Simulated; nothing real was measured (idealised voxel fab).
process module | voxel quadruple lines
cross-section cut | 300 nm wide | cells 5 nm
A cross-section is a grid of square cells, given in bands from the top down. A band is one or more rows of cells.
Each band's line starts with the height of the band's top and of its bottom, in nm. Then come its materials from left to right, each with its width in nm. One material with "throughout" fills the band from edge to edge. "air" is empty space.
Height 0 is the level under which the wafer as received is all one material. The lowest band goes on downwards, as in "0 down".
A width such as "30 to 40" changes by the same amount from each row of cells to the next, from the band's top row to its bottom row.
"no change" after a step means that no cell of the cross-section changed.
closed voids: empty space of 8 cells or more with no open way to the top, each as width x height at its distance from the left edge, in nm
after a step's settings: what the simulator itself notes on the step
overlay nm, on a step with a mask: how far to the right of its planned place the mask lay; to the left if negative
plan
1 op RECEIVE | material Si
2 op CONFORMAL_DEP | material Al2O3 | thk nm 5
3 op DIRECTIONAL_DEP | material W | thk nm 15
4 op DIRECTIONAL_DEP | material polySi | thk nm 20
5 op DIRECTIONAL_DEP | material aC | thk nm 25
6 op PATTERN | tone cover | mask id MANDREL | material resist | width nm 25 | pitch nm 80 | thk nm 35 | overlay nm 0
7 op DIRECTIONAL_ETCH | etch materials aC | depth nm 25
8 op STRIP | etch materials resist
9 op CONFORMAL_DEP | material SiO2 | thk nm 15
10 op DIRECTIONAL_ETCH | etch materials SiO2 | depth nm 15
11 op STRIP | etch materials aC
12 op DIRECTIONAL_ETCH | etch materials polySi | depth nm 20
13 op STRIP | etch materials SiO2
14 op CONFORMAL_DEP | material SiCN | thk nm 5
15 op DIRECTIONAL_ETCH | etch materials SiCN | depth nm 5
16 op STRIP | etch materials polySi
17 op DIRECTIONAL_ETCH | etch materials W | depth nm 15
18 op STRIP | etch materials SiCN
19 op FILL_DEP | material SiO2 | thk nm 10
20 op CMP | height nm 20
as received, after step 1
  0 down: Si throughout
  closed voids: none
a wafer at the end: this start, this plan, one mistake
  15 to 5: SiO2 75 | W 5 | SiO2 15 | W 5 | SiO2 15 | W 5 | SiO2 15 | W 5 | SiO2 15 | W 5 | SiO2 15 | W 5 | SiO2 15 | W 5 | SiO2 15 | W 5 | SiO2 80
  5 to 0: Al2O3 throughout
  0 down: Si throughout
  closed voids: none
what went wrong: step 20 ran as: op CMP | height nm 15
